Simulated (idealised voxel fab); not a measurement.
Herein follows the process module entitled voxel gate over fins.
This is section cut - it's 190 nm across, gridded in 5 nm square cells.
In what follows, cross-sections appear as grids of square cells, described through bands that run from the top down, where every band is one or more rows of cells.
Heads up on the band format: heights come first, top then bottom, in nm. After that it's the materials left to right, each with its width in nm. A single material flagged "edge to edge" fills the whole band edge to edge, and "empty" means there's empty space there.
Basically, 0 is our baseline, since under it the wafer straight out of the box is all one material. The bottom band has no lower end and keeps on going down, so it looks like "z 0 and below".
Top row gets the first number, bottom row gets the second, and each row in between changes by the same step: that is how a band width like "30->40" works.
What does "remains unaltered" mean for a step? It means no cell of the cross-section changed in that step.
"Tabulated closed voids" specifies each empty space that is not open to the top and that occupies no fewer than 8 cells, using the form width x height at distance, the distance measured from the left edge and all three quantities in nm.
Step line, after settings: the simulator's comment on this step.
overlay nm: mask right of planned place by this much (step with mask). Neg. = left.
If you're wondering how to read the rest of this, here's the deal. It's pairs of cross-sections: one from before a process step, one from after it. The after one is only drawn as far down as the lowest band that changed. Right under each pair you'll see which step sits between them and what its settings were. Don't read the pairs as one continuous story, though. They can come from different runs of this module on the same starting wafer, and a pair only carries on from the one above it where its entry headed "Ahead of processing" says so.

Ahead of processing:
z 0 and below | Si edge to edge
Tabulated closed voids: none

Step Result:
z 5 to 0 | SiN edge to edge
Below 0 it's all the same as before, nothing changed down there.
Tabulated closed voids: none
Process step bridging the above cross-sections: CONFORMAL_DEP | material SiN | thk nm 5

Ahead of processing: the cross-section after the pair above

Step Result:
z 5 to 0 | empty (35), SiN (15), empty (35), SiN (15), empty (35), SiN (15), empty (40)
Below 0 it's all the same as before, nothing changed down there.
Tabulated closed voids: none
Process step bridging the above cross-sections: MASKED_ETCH | tone cover | mask id FINS | width nm 15 | pitch nm 50 | etch materials SiN | depth nm 5 | overlay nm 0

Ahead of processing: the cross-section after the pair above

Step Result:
z 5 to 0 | empty (35), SiN (15), empty (35), SiN (15), empty (35), SiN (15), empty (40)
z 0 to -30 | empty (35), Si (15), empty (35), Si (15), empty (35), Si (15), empty (40)
Below -30 it's all the same as before, nothing changed down there.
Tabulated closed voids: none
Process step bridging the above cross-sections: MASKED_ETCH | tone cover | mask id FINS | width nm 15 | pitch nm 50 | etch materials Si | depth nm 30 | overlay nm 0

Ahead of processing: the cross-section after the pair above

Step Result:
z 10 to 5 | SiO2 edge to edge
z 5 to 0 | SiO2 (35), SiN (15), SiO2 (35), SiN (15), SiO2 (35), SiN (15), SiO2 (40)
z 0 to -30 | SiO2 (35), Si (15), SiO2 (35), Si (15), SiO2 (35), Si (15), SiO2 (40)
Below -30 it's all the same as before, nothing changed down there.
Tabulated closed voids: none
Process step bridging the above cross-sections: FILL_DEP | material SiO2 | thk nm 5

Ahead of processing: the cross-section after the pair above

Step Result:
z 5 to 0 | SiO2 (35), SiN (15), SiO2 (35), SiN (15), SiO2 (35), SiN (15), SiO2 (40)
Below 0 it's all the same as before, nothing changed down there.
Tabulated closed voids: none
Process step bridging the above cross-sections: CMP | height nm 5

Ahead of processing: the cross-section after the pair above

Step Result:
z 20 to 5 | aC edge to edge
Below 5 it's all the same as before, nothing changed down there.
Tabulated closed voids: none
Process step bridging the above cross-sections: DIRECTIONAL_DEP | material aC | thk nm 15

Ahead of processing: the cross-section after the pair above

Step Result:
z 50 to 20 | resist (60), empty (15), resist (115)
Below 20 it's all the same as before, nothing changed down there.
Tabulated closed voids: none
Process step bridging the above cross-sections: PATTERN | tone open | mask id RAIL | material resist | width nm 15 | thk nm 30 | overlay nm 0

Ahead of processing: the cross-section after the pair above

Step Result:
z 35 to 20 | resist (60), empty (15), resist (115)
z 20 to 5 | aC (60), empty (15), aC (115)
Below 5 it's all the same as before, nothing changed down there.
Tabulated closed voids: none
Process step bridging the above cross-sections: DIRECTIONAL_ETCH | etch materials aC | depth nm 15

Ahead of processing: the cross-section after the pair above

Step Result:
z 20 to 5 | aC (60), empty (15), aC (115)
Below 5 it's all the same as before, nothing changed down there.
Tabulated closed voids: none
Process step bridging the above cross-sections: STRIP | etch materials resist

Ahead of processing: the cross-section after the pair above

Step Result:
z 20 to 5 | aC (60), empty (15), aC (115)
z 5 to 0 | SiO2 (35), SiN (15), SiO2 (10), empty (15), SiO2 (10), SiN (15), SiO2 (35), SiN (15), SiO2 (40)
z 0 to -25 | SiO2 (35), Si (15), SiO2 (10), empty (15), SiO2 (10), Si (15), SiO2 (35), Si (15), SiO2 (40)
Below -25 it's all the same as before, nothing changed down there.
Tabulated closed voids: none
Process step bridging the above cross-sections: DIRECTIONAL_ETCH | etch materials SiO2 | depth nm 30

Ahead of processing: the cross-section after the pair above

Step Result:
z 5 to 0 | SiO2 (35), SiN (15), SiO2 (10), empty (15), SiO2 (10), SiN (15), SiO2 (35), SiN (15), SiO2 (40)
Below 0 it's all the same as before, nothing changed down there.
Tabulated closed voids: none
Process step bridging the above cross-sections: STRIP | etch materials aC

Ahead of processing: the cross-section after the pair above

Step Result:
z 10 to 5 | TiN (65), empty (5), TiN (120)
z 5 to 0 | SiO2 (35), SiN (15), SiO2 (10), TiN (5), empty (5), TiN (5), SiO2 (10), SiN (15), SiO2 (35), SiN (15), SiO2 (40)
z 0 to -20 | SiO2 (35), Si (15), SiO2 (10), TiN (5), empty (5), TiN (5), SiO2 (10), Si (15), SiO2 (35), Si (15), SiO2 (40)
z -20 to -25 | SiO2 (35), Si (15), SiO2 (10), TiN (15), SiO2 (10), Si (15), SiO2 (35), Si (15), SiO2 (40)
Below -25 it's all the same as before, nothing changed down there.
Tabulated closed voids: none
Process step bridging the above cross-sections: CONFORMAL_DEP | material TiN | thk nm 5

Ahead of processing: the cross-section after the pair above

Step Result:
z 15 to 10 | W edge to edge
z 10 to 5 | TiN (65), W (5), TiN (120)
z 5 to 0 | SiO2 (35), SiN (15), SiO2 (10), TiN (5), W (5), TiN (5), SiO2 (10), SiN (15), SiO2 (35), SiN (15), SiO2 (40)
z 0 to -20 | SiO2 (35), Si (15), SiO2 (10), TiN (5), W (5), TiN (5), SiO2 (10), Si (15), SiO2 (35), Si (15), SiO2 (40)
Below -20 it's all the same as before, nothing changed down there.
Tabulated closed voids: none
Process step bridging the above cross-sections: FILL_DEP | material W | thk nm 5

Ahead of processing: the cross-section after the pair above

Step Result:
z 5 to 0 | SiO2 (35), SiN (15), SiO2 (10), TiN (5), W (5), TiN (5), SiO2 (10), SiN (15), SiO2 (35), SiN (15), SiO2 (40)
Below 0 it's all the same as before, nothing changed down there.
Tabulated closed voids: none
Process step bridging the above cross-sections: CMP | height nm 5

Ahead of processing: the cross-section after the pair above

Step Result:
z 5 to 0 | SiO2 (35), SiN (15), SiO2 (10), empty (15), SiO2 (10), SiN (15), SiO2 (35), SiN (15), SiO2 (40)
z 0 to -20 | SiO2 (35), Si (15), SiO2 (10), empty (15), SiO2 (10), Si (15), SiO2 (35), Si (15), SiO2 (40)
Below -20 it's all the same as before, nothing changed down there.
Tabulated closed voids: none
Process step bridging the above cross-sections: SELECTIVE_ETCH | etch materials W Ru TiN | depth nm 25

Ahead of processing: the cross-section after the pair above

Step Result:
z 10 to 5 | SiO2 edge to edge
z 5 to 0 | SiO2 (35), SiN (15), SiO2 (35), SiN (15), SiO2 (35), SiN (15), SiO2 (40)
z 0 to -20 | SiO2 (35), Si (15), SiO2 (35), Si (15), SiO2 (35), Si (15), SiO2 (40)
Below -20 it's all the same as before, nothing changed down there.
Tabulated closed voids: none
Process step bridging the above cross-sections: FILL_DEP | material SiO2 | thk nm 5

Ahead of processing: the cross-section after the pair above

Step Result:
z 5 to 0 | SiO2 (35), SiN (15), SiO2 (35), SiN (15), SiO2 (35), SiN (15), SiO2 (40)
Below 0 it's all the same as before, nothing changed down there.
Tabulated closed voids: none
Process step bridging the above cross-sections: CMP | height nm 5

Ahead of processing: the cross-section after the pair above

Step Result:
z 5 to 0 | empty (35), SiN (15), empty (35), SiN (15), empty (35), SiN (15), empty (40)
z 0 to -10 | empty (35), Si (15), empty (35), Si (15), empty (35), Si (15), empty (40)
Below -10 it's all the same as before, nothing changed down there.
Tabulated closed voids: none
Process step bridging the above cross-sections: SELECTIVE_ETCH | etch materials SiO2 | depth nm 15

Ahead of processing: the cross-section after the pair above

Step Result:
z 0 to -10 | empty (35), Si (15), empty (35), Si (15), empty (35), Si (15), empty (40)
Below -10 it's all the same as before, nothing changed down there.
Tabulated closed voids: none
Process step bridging the above cross-sections: STRIP | etch materials SiN

Ahead of processing: the cross-section after the pair above

Step Result:
z 5 to 0 | empty (30), HfO2 (25), empty (25), HfO2 (25), empty (25), HfO2 (25), empty (35)
z 0 to -5 | empty (30), HfO2 (5), Si (15), HfO2 (5), empty (25), HfO2 (5), Si (15), HfO2 (5), empty (25), HfO2 (5), Si (15), HfO2 (5), empty (35)
z -5 to -10 | HfO2 (35), Si (15), HfO2 (35), Si (15), HfO2 (35), Si (15), HfO2 (40)
Below -10 it's all the same as before, nothing changed down there.
Tabulated closed voids: none
Process step bridging the above cross-sections: CONFORMAL_DEP | material HfO2 | thk nm 5

Ahead of processing: the cross-section after the pair above

Step Result:
z 10 to 5 | empty (25), TiN (35), empty (15), TiN (35), empty (15), TiN (35), empty (30)
z 5 to 0 | empty (25), TiN (5), HfO2 (25), TiN (5), empty (15), TiN (5), HfO2 (25), TiN (5), empty (15), TiN (5), HfO2 (25), TiN (5), empty (30)
z 0 to -5 | TiN (30), HfO2 (5), Si (15), HfO2 (5), TiN (25), HfO2 (5), Si (15), HfO2 (5), TiN (25), HfO2 (5), Si (15), HfO2 (5), TiN (35)
Below -5 it's all the same as before, nothing changed down there.
Tabulated closed voids: none
Process step bridging the above cross-sections: CONFORMAL_DEP | material TiN | thk nm 5

Ahead of processing: the cross-section after the pair above

Step Result:
z 25 to 10 | W edge to edge
z 10 to 5 | W (25), TiN (35), W (15), TiN (35), W (15), TiN (35), W (30)
z 5 to 0 | W (25), TiN (5), HfO2 (25), TiN (5), W (15), TiN (5), HfO2 (25), TiN (5), W (15), TiN (5), HfO2 (25), TiN (5), W (30)
Below 0 it's all the same as before, nothing changed down there.
Tabulated closed voids: none
Process step bridging the above cross-sections: FILL_DEP | material W | thk nm 15

Ahead of processing: the cross-section after the pair above

Step Result:
z 20 to 10 | W edge to edge
Below 10 it's all the same as before, nothing changed down there.
Tabulated closed voids: none
Process step bridging the above cross-sections: CMP | height nm 20

Ahead of processing: the cross-section after the pair above

Step Result:
z 25 to 20 | SiCN edge to edge
Below 20 it's all the same as before, nothing changed down there.
Tabulated closed voids: none
Process step bridging the above cross-sections: CONFORMAL_DEP | material SiCN | thk nm 5

Ahead of processing:
z 0 to -10 | empty (35), Si (15), empty (35), Si (15), empty (35), Si (15), empty (40)
z -10 to -20 | SiO2 (35), Si (15), SiO2 (35), Si (15), SiO2 (35), Si (15), SiO2 (40)
z -20 to -25 | SiO2 (35), Si (15), SiO2 (10), TiN (15), SiO2 (10), Si (15), SiO2 (35), Si (15), SiO2 (40)
z -25 to -30 | SiO2 (35), Si (15), SiO2 (35), Si (15), SiO2 (35), Si (15), SiO2 (40)
z -30 and below | Si edge to edge
Tabulated closed voids: none

Step Result:
z 5 to 0 | empty (30), TiN (25), empty (25), TiN (25), empty (25), TiN (25), empty (35)
z 0 to -5 | empty (30), TiN (5), Si (15), TiN (5), empty (25), TiN (5), Si (15), TiN (5), empty (25), TiN (5), Si (15), TiN (5), empty (35)
z -5 to -10 | TiN (35), Si (15), TiN (35), Si (15), TiN (35), Si (15), TiN (40)
Below -10 it's all the same as before, nothing changed down there.
Tabulated closed voids: none
Process step bridging the above cross-sections: CONFORMAL_DEP | material TiN | thk nm 5

Ahead of processing: the cross-section after the pair above

Step Result:
z 20 to 5 | W edge to edge
z 5 to 0 | W (30), TiN (25), W (25), TiN (25), W (25), TiN (25), W (35)
z 0 to -5 | W (30), TiN (5), Si (15), TiN (5), W (25), TiN (5), Si (15), TiN (5), W (25), TiN (5), Si (15), TiN (5), W (35)
Below -5 it's all the same as before, nothing changed down there.
Tabulated closed voids: none
Process step bridging the above cross-sections: FILL_DEP | material W | thk nm 15

Ahead of processing: the cross-section after the pair above

Step Result:
z 25 to 20 | SiCN edge to edge
Below 20 it's all the same as before, nothing changed down there.
Tabulated closed voids: none
Process step bridging the above cross-sections: CONFORMAL_DEP | material SiCN | thk nm 5

Ahead of processing:
z 5 to 0 | empty (35), SiN (15), empty (35), SiN (15), empty (35), SiN (15), empty (40)
z 0 to -30 | empty (35), Si (15), empty (35), Si (15), empty (35), Si (15), empty (40)
z -30 and below | Si edge to edge
Tabulated closed voids: none

Step Result:
z 5 to 0 | empty (35), SiN (15), empty (35), SiN (15), empty (35), SiN (15), empty (40)
z 0 to -60 | empty (35), Si (15), empty (35), Si (15), empty (35), Si (15), empty (40)
Below -60 it's all the same as before, nothing changed down there.
Tabulated closed voids: none
Process step bridging the above cross-sections: MASKED_ETCH | tone cover | mask id FINS | width nm 15 | pitch nm 50 | etch materials Si | depth nm 30 | overlay nm 0

Ahead of processing: the cross-section after the pair above

Step Result:
z 10 to 5 | SiO2 edge to edge
z 5 to 0 | SiO2 (35), SiN (15), SiO2 (35), SiN (15), SiO2 (35), SiN (15), SiO2 (40)
z 0 to -60 | SiO2 (35), Si (15), SiO2 (35), Si (15), SiO2 (35), Si (15), SiO2 (40)
Below -60 it's all the same as before, nothing changed down there.
Tabulated closed voids: none
Process step bridging the above cross-sections: FILL_DEP | material SiO2 | thk nm 5

Ahead of processing: the cross-section after the pair above

Step Result:
z 5 to 0 | SiO2 (35), SiN (15), SiO2 (35), SiN (15), SiO2 (35), SiN (15), SiO2 (40)
Below 0 it's all the same as before, nothing changed down there.
Tabulated closed voids: none
Process step bridging the above cross-sections: CMP | height nm 5

Ahead of processing: the cross-section after the pair above

Step Result:
z 20 to 5 | aC edge to edge
Below 5 it's all the same as before, nothing changed down there.
Tabulated closed voids: none
Process step bridging the above cross-sections: DIRECTIONAL_DEP | material aC | thk nm 15

Ahead of processing: the cross-section after the pair above

Step Result:
z 50 to 20 | resist (60), empty (15), resist (115)
Below 20 it's all the same as before, nothing changed down there.
Tabulated closed voids: none
Process step bridging the above cross-sections: PATTERN | tone open | mask id RAIL | material resist | width nm 15 | thk nm 30 | overlay nm 0

Ahead of processing: the cross-section after the pair above

Step Result:
z 35 to 20 | resist (60), empty (15), resist (115)
z 20 to 5 | aC (60), empty (15), aC (115)
Below 5 it's all the same as before, nothing changed down there.
Tabulated closed voids: none
Process step bridging the above cross-sections: DIRECTIONAL_ETCH | etch materials aC | depth nm 15

Ahead of processing: the cross-section after the pair above

Step Result:
z 20 to 5 | aC (60), empty (15), aC (115)
Below 5 it's all the same as before, nothing changed down there.
Tabulated closed voids: none
Process step bridging the above cross-sections: STRIP | etch materials resist

Ahead of processing: the cross-section after the pair above

Step Result:
z 20 to 5 | aC (60), empty (15), aC (115)
z 5 to 0 | SiO2 (35), SiN (15), SiO2 (10), empty (15), SiO2 (10), SiN (15), SiO2 (35), SiN (15), SiO2 (40)
z 0 to -25 | SiO2 (35), Si (15), SiO2 (10), empty (15), SiO2 (10), Si (15), SiO2 (35), Si (15), SiO2 (40)
Below -25 it's all the same as before, nothing changed down there.
Tabulated closed voids: none
Process step bridging the above cross-sections: DIRECTIONAL_ETCH | etch materials SiO2 | depth nm 30

Ahead of processing: the cross-section after the pair above

Step Result:
z 5 to 0 | SiO2 (35), SiN (15), SiO2 (10), empty (15), SiO2 (10), SiN (15), SiO2 (35), SiN (15), SiO2 (40)
Below 0 it's all the same as before, nothing changed down there.
Tabulated closed voids: none
Process step bridging the above cross-sections: STRIP | etch materials aC

Ahead of processing: the cross-section after the pair above

Step Result:
z 10 to 5 | TiN (65), empty (5), TiN (120)
z 5 to 0 | SiO2 (35), SiN (15), SiO2 (10), TiN (5), empty (5), TiN (5), SiO2 (10), SiN (15), SiO2 (35), SiN (15), SiO2 (40)
z 0 to -20 | SiO2 (35), Si (15), SiO2 (10), TiN (5), empty (5), TiN (5), SiO2 (10), Si (15), SiO2 (35), Si (15), SiO2 (40)
z -20 to -25 | SiO2 (35), Si (15), SiO2 (10), TiN (15), SiO2 (10), Si (15), SiO2 (35), Si (15), SiO2 (40)
Below -25 it's all the same as before, nothing changed down there.
Tabulated closed voids: none
Process step bridging the above cross-sections: CONFORMAL_DEP | material TiN | thk nm 5

Ahead of processing: the cross-section after the pair above

Step Result:
z 15 to 10 | W edge to edge
z 10 to 5 | TiN (65), W (5), TiN (120)
z 5 to 0 | SiO2 (35), SiN (15), SiO2 (10), TiN (5), W (5), TiN (5), SiO2 (10), SiN (15), SiO2 (35), SiN (15), SiO2 (40)
z 0 to -20 | SiO2 (35), Si (15), SiO2 (10), TiN (5), W (5), TiN (5), SiO2 (10), Si (15), SiO2 (35), Si (15), SiO2 (40)
Below -20 it's all the same as before, nothing changed down there.
Tabulated closed voids: none
Process step bridging the above cross-sections: FILL_DEP | material W | thk nm 5

Ahead of processing: the cross-section after the pair above

Step Result:
z 5 to 0 | SiO2 (35), SiN (15), SiO2 (10), TiN (5), W (5), TiN (5), SiO2 (10), SiN (15), SiO2 (35), SiN (15), SiO2 (40)
Below 0 it's all the same as before, nothing changed down there.
Tabulated closed voids: none
Process step bridging the above cross-sections: CMP | height nm 5

Ahead of processing: the cross-section after the pair above

Step Result:
z 5 to 0 | SiO2 (35), SiN (15), SiO2 (10), empty (15), SiO2 (10), SiN (15), SiO2 (35), SiN (15), SiO2 (40)
z 0 to -20 | SiO2 (35), Si (15), SiO2 (10), empty (15), SiO2 (10), Si (15), SiO2 (35), Si (15), SiO2 (40)
Below -20 it's all the same as before, nothing changed down there.
Tabulated closed voids: none
Process step bridging the above cross-sections: SELECTIVE_ETCH | etch materials W Ru TiN | depth nm 25

Ahead of processing: the cross-section after the pair above

Step Result:
z 10 to 5 | SiO2 edge to edge
z 5 to 0 | SiO2 (35), SiN (15), SiO2 (35), SiN (15), SiO2 (35), SiN (15), SiO2 (40)
z 0 to -20 | SiO2 (35), Si (15), SiO2 (35), Si (15), SiO2 (35), Si (15), SiO2 (40)
Below -20 it's all the same as before, nothing changed down there.
Tabulated closed voids: none
Process step bridging the above cross-sections: FILL_DEP | material SiO2 | thk nm 5

Ahead of processing: the cross-section after the pair above

Step Result:
z 5 to 0 | SiO2 (35), SiN (15), SiO2 (35), SiN (15), SiO2 (35), SiN (15), SiO2 (40)
Below 0 it's all the same as before, nothing changed down there.
Tabulated closed voids: none
Process step bridging the above cross-sections: CMP | height nm 5

Ahead of processing: the cross-section after the pair above

Step Result:
z 5 to 0 | empty (35), SiN (15), empty (35), SiN (15), empty (35), SiN (15), empty (40)
z 0 to -10 | empty (35), Si (15), empty (35), Si (15), empty (35), Si (15), empty (40)
Below -10 it's all the same as before, nothing changed down there.
Tabulated closed voids: none
Process step bridging the above cross-sections: SELECTIVE_ETCH | etch materials SiO2 | depth nm 15

Ahead of processing: the cross-section after the pair above

Step Result:
z 0 to -10 | empty (35), Si (15), empty (35), Si (15), empty (35), Si (15), empty (40)
Below -10 it's all the same as before, nothing changed down there.
Tabulated closed voids: none
Process step bridging the above cross-sections: STRIP | etch materials SiN

Ahead of processing: the cross-section after the pair above

Step Result:
z 5 to 0 | empty (30), HfO2 (25), empty (25), HfO2 (25), empty (25), HfO2 (25), empty (35)
z 0 to -5 | empty (30), HfO2 (5), Si (15), HfO2 (5), empty (25), HfO2 (5), Si (15), HfO2 (5), empty (25), HfO2 (5), Si (15), HfO2 (5), empty (35)
z -5 to -10 | HfO2 (35), Si (15), HfO2 (35), Si (15), HfO2 (35), Si (15), HfO2 (40)
Below -10 it's all the same as before, nothing changed down there.
Tabulated closed voids: none
Process step bridging the above cross-sections: CONFORMAL_DEP | material HfO2 | thk nm 5

Ahead of processing: the cross-section after the pair above

Step Result:
z 10 to 5 | empty (25), TiN (35), empty (15), TiN (35), empty (15), TiN (35), empty (30)
z 5 to 0 | empty (25), TiN (5), HfO2 (25), TiN (5), empty (15), TiN (5), HfO2 (25), TiN (5), empty (15), TiN (5), HfO2 (25), TiN (5), empty (30)
z 0 to -5 | TiN (30), HfO2 (5), Si (15), HfO2 (5), TiN (25), HfO2 (5), Si (15), HfO2 (5), TiN (25), HfO2 (5), Si (15), HfO2 (5), TiN (35)
Below -5 it's all the same as before, nothing changed down there.
Tabulated closed voids: none
Process step bridging the above cross-sections: CONFORMAL_DEP | material TiN | thk nm 5

Ahead of processing: the cross-section after the pair above

Step Result:
z 25 to 10 | W edge to edge
z 10 to 5 | W (25), TiN (35), W (15), TiN (35), W (15), TiN (35), W (30)
z 5 to 0 | W (25), TiN (5), HfO2 (25), TiN (5), W (15), TiN (5), HfO2 (25), TiN (5), W (15), TiN (5), HfO2 (25), TiN (5), W (30)
Below 0 it's all the same as before, nothing changed down there.
Tabulated closed voids: none
Process step bridging the above cross-sections: FILL_DEP | material W | thk nm 15

Ahead of processing: the cross-section after the pair above

Step Result:
z 20 to 10 | W edge to edge
Below 10 it's all the same as before, nothing changed down there.
Tabulated closed voids: none
Process step bridging the above cross-sections: CMP | height nm 20

Ahead of processing: the cross-section after the pair above

Step Result:
z 25 to 20 | SiCN edge to edge
Below 20 it's all the same as before, nothing changed down there.
Tabulated closed voids: none
Process step bridging the above cross-sections: CONFORMAL_DEP | material SiCN | thk nm 5

Ahead of processing:
z 5 to 0 | empty (30), TiN (25), empty (25), TiN (25), empty (25), TiN (25), empty (35)
z 0 to -5 | empty (30), TiN (5), Si (15), TiN (5), empty (25), TiN (5), Si (15), TiN (5), empty (25), TiN (5), Si (15), TiN (5), empty (35)
z -5 to -10 | TiN (35), Si (15), TiN (35), Si (15), TiN (35), Si (15), TiN (40)
z -10 to -20 | SiO2 (35), Si (15), SiO2 (35), Si (15), SiO2 (35), Si (15), SiO2 (40)
z -20 to -25 | SiO2 (35), Si (15), SiO2 (10), TiN (15), SiO2 (10), Si (15), SiO2 (35), Si (15), SiO2 (40)
z -25 to -30 | SiO2 (35), Si (15), SiO2 (35), Si (15), SiO2 (35), Si (15), SiO2 (40)
z -30 and below | Si edge to edge
Tabulated closed voids: none

Step Result:
z 10 to 5 | empty (25), HfO2 (35), empty (15), HfO2 (35), empty (15), HfO2 (35), empty (30)
z 5 to 0 | empty (25), HfO2 (5), TiN (25), HfO2 (5), empty (15), HfO2 (5), TiN (25), HfO2 (5), empty (15), HfO2 (5), TiN (25), HfO2 (5), empty (30)
z 0 to -5 | HfO2 (30), TiN (5), Si (15), TiN (5), HfO2 (25), TiN (5), Si (15), TiN (5), HfO2 (25), TiN (5), Si (15), TiN (5), HfO2 (35)
Below -5 it's all the same as before, nothing changed down there.
Tabulated closed voids: none
Process step bridging the above cross-sections: CONFORMAL_DEP | material HfO2 | thk nm 5

Ahead of processing: the cross-section after the pair above

Step Result:
z 25 to 10 | W edge to edge
z 10 to 5 | W (25), HfO2 (35), W (15), HfO2 (35), W (15), HfO2 (35), W (30)
z 5 to 0 | W (25), HfO2 (5), TiN (25), HfO2 (5), W (15), HfO2 (5), TiN (25), HfO2 (5), W (15), HfO2 (5), TiN (25), HfO2 (5), W (30)
Below 0 it's all the same as before, nothing changed down there.
Tabulated closed voids: none
Process step bridging the above cross-sections: FILL_DEP | material W | thk nm 15

Ahead of processing: the cross-section after the pair above

Step Result:
z 20 to 10 | W edge to edge
Below 10 it's all the same as before, nothing changed down there.
Tabulated closed voids: none
Process step bridging the above cross-sections: CMP | height nm 20

Ahead of processing: the cross-section after the pair above

Step Result:
z 25 to 20 | SiCN edge to edge
Below 20 it's all the same as before, nothing changed down there.
Tabulated closed voids: none
Process step bridging the above cross-sections: CONFORMAL_DEP | material SiCN | thk nm 5

Ahead of processing:
z 5 to 0 | empty (35), SiN (15), empty (35), SiN (15), empty (35), SiN (15), empty (40)
z 0 and below | Si edge to edge
Tabulated closed voids: none

Step Result:
z 5 to 0 | empty (35), SiN (15), empty (35), SiN (15), empty (35), SiN (15), empty (40)
z 0 to -25 | empty (35), Si (15), empty (35), Si (15), empty (35), Si (15), empty (40)
Below -25 it's all the same as before, nothing changed down there.
Tabulated closed voids: none
Process step bridging the above cross-sections: MASKED_ETCH | tone cover | mask id FINS | width nm 15 | pitch nm 50 | etch materials Si | depth nm 25 | overlay nm 0

Ahead of processing: the cross-section after the pair above

Step Result:
z 10 to 5 | SiO2 edge to edge
z 5 to 0 | SiO2 (35), SiN (15), SiO2 (35), SiN (15), SiO2 (35), SiN (15), SiO2 (40)
z 0 to -25 | SiO2 (35), Si (15), SiO2 (35), Si (15), SiO2 (35), Si (15), SiO2 (40)
Below -25 it's all the same as before, nothing changed down there.
Tabulated closed voids: none
Process step bridging the above cross-sections: FILL_DEP | material SiO2 | thk nm 5

Ahead of processing: the cross-section after the pair above

Step Result:
z 5 to 0 | SiO2 (35), SiN (15), SiO2 (35), SiN (15), SiO2 (35), SiN (15), SiO2 (40)
Below 0 it's all the same as before, nothing changed down there.
Tabulated closed voids: none
Process step bridging the above cross-sections: CMP | height nm 5

Ahead of processing: the cross-section after the pair above

Step Result:
z 20 to 5 | aC edge to edge
Below 5 it's all the same as before, nothing changed down there.
Tabulated closed voids: none
Process step bridging the above cross-sections: DIRECTIONAL_DEP | material aC | thk nm 15

Ahead of processing: the cross-section after the pair above

Step Result:
z 50 to 20 | resist (60), empty (15), resist (115)
Below 20 it's all the same as before, nothing changed down there.
Tabulated closed voids: none
Process step bridging the above cross-sections: PATTERN | tone open | mask id RAIL | material resist | width nm 15 | thk nm 30 | overlay nm 0

Ahead of processing: the cross-section after the pair above

Step Result:
z 35 to 20 | resist (60), empty (15), resist (115)
z 20 to 5 | aC (60), empty (15), aC (115)
Below 5 it's all the same as before, nothing changed down there.
Tabulated closed voids: none
Process step bridging the above cross-sections: DIRECTIONAL_ETCH | etch materials aC | depth nm 15

Ahead of processing: the cross-section after the pair above

Step Result:
z 20 to 5 | aC (60), empty (15), aC (115)
Below 5 it's all the same as before, nothing changed down there.
Tabulated closed voids: none
Process step bridging the above cross-sections: STRIP | etch materials resist

Ahead of processing: the cross-section after the pair above

Step Result:
z 20 to 5 | aC (60), empty (15), aC (115)
z 5 to 0 | SiO2 (35), SiN (15), SiO2 (10), empty (15), SiO2 (10), SiN (15), SiO2 (35), SiN (15), SiO2 (40)
z 0 to -25 | SiO2 (35), Si (15), SiO2 (10), empty (15), SiO2 (10), Si (15), SiO2 (35), Si (15), SiO2 (40)
Below -25 it's all the same as before, nothing changed down there.
Tabulated closed voids: none
Process step bridging the above cross-sections: DIRECTIONAL_ETCH | etch materials SiO2 | depth nm 30

Ahead of processing: the cross-section after the pair above

Step Result:
z 5 to 0 | SiO2 (35), SiN (15), SiO2 (10), empty (15), SiO2 (10), SiN (15), SiO2 (35), SiN (15), SiO2 (40)
Below 0 it's all the same as before, nothing changed down there.
Tabulated closed voids: none
Process step bridging the above cross-sections: STRIP | etch materials aC

Ahead of processing: the cross-section after the pair above

Step Result:
z 10 to 5 | TiN (65), empty (5), TiN (120)
z 5 to 0 | SiO2 (35), SiN (15), SiO2 (10), TiN (5), empty (5), TiN (5), SiO2 (10), SiN (15), SiO2 (35), SiN (15), SiO2 (40)
z 0 to -20 | SiO2 (35), Si (15), SiO2 (10), TiN (5), empty (5), TiN (5), SiO2 (10), Si (15), SiO2 (35), Si (15), SiO2 (40)
z -20 to -25 | SiO2 (35), Si (15), SiO2 (10), TiN (15), SiO2 (10), Si (15), SiO2 (35), Si (15), SiO2 (40)
Below -25 it's all the same as before, nothing changed down there.
Tabulated closed voids: none
Process step bridging the above cross-sections: CONFORMAL_DEP | material TiN | thk nm 5

Ahead of processing: the cross-section after the pair above

Step Result:
z 15 to 10 | W edge to edge
z 10 to 5 | TiN (65), W (5), TiN (120)
z 5 to 0 | SiO2 (35), SiN (15), SiO2 (10), TiN (5), W (5), TiN (5), SiO2 (10), SiN (15), SiO2 (35), SiN (15), SiO2 (40)
z 0 to -20 | SiO2 (35), Si (15), SiO2 (10), TiN (5), W (5), TiN (5), SiO2 (10), Si (15), SiO2 (35), Si (15), SiO2 (40)
Below -20 it's all the same as before, nothing changed down there.
Tabulated closed voids: none
Process step bridging the above cross-sections: FILL_DEP | material W | thk nm 5

Ahead of processing: the cross-section after the pair above

Step Result:
z 5 to 0 | SiO2 (35), SiN (15), SiO2 (10), TiN (5), W (5), TiN (5), SiO2 (10), SiN (15), SiO2 (35), SiN (15), SiO2 (40)
Below 0 it's all the same as before, nothing changed down there.
Tabulated closed voids: none
Process step bridging the above cross-sections: CMP | height nm 5

Ahead of processing: the cross-section after the pair above

Step Result:
z 5 to 0 | SiO2 (35), SiN (15), SiO2 (10), empty (15), SiO2 (10), SiN (15), SiO2 (35), SiN (15), SiO2 (40)
z 0 to -20 | SiO2 (35), Si (15), SiO2 (10), empty (15), SiO2 (10), Si (15), SiO2 (35), Si (15), SiO2 (40)
Below -20 it's all the same as before, nothing changed down there.
Tabulated closed voids: none
Process step bridging the above cross-sections: SELECTIVE_ETCH | etch materials W Ru TiN | depth nm 25

Ahead of processing: the cross-section after the pair above

Step Result:
z 10 to 5 | SiO2 edge to edge
z 5 to 0 | SiO2 (35), SiN (15), SiO2 (35), SiN (15), SiO2 (35), SiN (15), SiO2 (40)
z 0 to -20 | SiO2 (35), Si (15), SiO2 (35), Si (15), SiO2 (35), Si (15), SiO2 (40)
Below -20 it's all the same as before, nothing changed down there.
Tabulated closed voids: none
Process step bridging the above cross-sections: FILL_DEP | material SiO2 | thk nm 5

Ahead of processing: the cross-section after the pair above

Step Result:
z 5 to 0 | SiO2 (35), SiN (15), SiO2 (35), SiN (15), SiO2 (35), SiN (15), SiO2 (40)
Below 0 it's all the same as before, nothing changed down there.
Tabulated closed voids: none
Process step bridging the above cross-sections: CMP | height nm 5

Ahead of processing: the cross-section after the pair above

Step Result:
z 5 to 0 | empty (35), SiN (15), empty (35), SiN (15), empty (35), SiN (15), empty (40)
z 0 to -10 | empty (35), Si (15), empty (35), Si (15), empty (35), Si (15), empty (40)
Below -10 it's all the same as before, nothing changed down there.
Tabulated closed voids: none
Process step bridging the above cross-sections: SELECTIVE_ETCH | etch materials SiO2 | depth nm 15
